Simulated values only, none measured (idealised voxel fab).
process module | voxel spacer lines
cross-section cut | 295 nm wide | cells 5 nm
A cross-section is a grid of square cells, given in bands from the top down. A band is one or more rows of cells.
Each band's line starts with the height of the band's top and of its bottom, in nm. Then come its materials from left to right, each with its width in nm. One material with "throughout" fills the band from edge to edge. "air" is empty space.
Height 0 is the level under which the wafer as received is all one material. The lowest band goes on downwards, as in "0 down".
A width such as "30 to 40" changes by the same amount from each row of cells to the next, from the band's top row to its bottom row.
"no change" after a step means that no cell of the cross-section changed.
closed voids: empty space of 8 cells or more with no open way to the top, each as width x height at its distance from the left edge, in nm
after a step's settings: what the simulator itself notes on the step
overlay nm, on a step with a mask: how far to the right of its planned place the mask lay; to the left if negative
plan
1 op RECEIVE | material Si
2 op CONFORMAL_DEP | material Al2O3 | thk nm 5
3 op DIRECTIONAL_DEP | material SiN | thk nm 15
4 op DIRECTIONAL_DEP | material aC | thk nm 20
5 op PATTERN | tone cover | mask id MANDREL | material resist | width nm 15 | pitch nm 60 | thk nm 25 | overlay nm -15
6 op DIRECTIONAL_ETCH | etch materials aC | depth nm 20
7 op STRIP | etch materials resist
8 op CONFORMAL_DEP | material SiO2 | thk nm 15
9 op DIRECTIONAL_ETCH | etch materials SiO2 | depth nm 15
10 op STRIP | etch materials aC
11 op DIRECTIONAL_ETCH | etch materials SiN | depth nm 15
12 op STRIP | etch materials SiO2
13 op FILL_DEP | material SiO2 | thk nm 10
14 op CMP | height nm 20
varied across the wafers: overlay nm of step 5. The plan shows the first wafer's value. All wafers start alike
first wafer as received, after step 1
  0 down: Si throughout
  closed voids: none
each wafer at the end: cells of each material gained (+) or lost (-) since it was received, then its closed voids
overlay nm -15 | +59 Al2O3 | +36 SiN | +141 SiO2 | closed voids: none
overlay nm -10 | +59 Al2O3 | +36 SiN | +141 SiO2 | closed voids: none
overlay nm -5 | +59 Al2O3 | +36 SiN | +141 SiO2 | closed voids: none
overlay nm 0 | +59 Al2O3 | +36 SiN | +141 SiO2 | closed voids: none
overlay nm 5 | +59 Al2O3 | +36 SiN | +141 SiO2 | closed voids: none
overlay nm 10 | +59 Al2O3 | +36 SiN | +141 SiO2 | closed voids: none
overlay nm 15 | +59 Al2O3 | +36 SiN | +141 SiO2 | closed voids: none
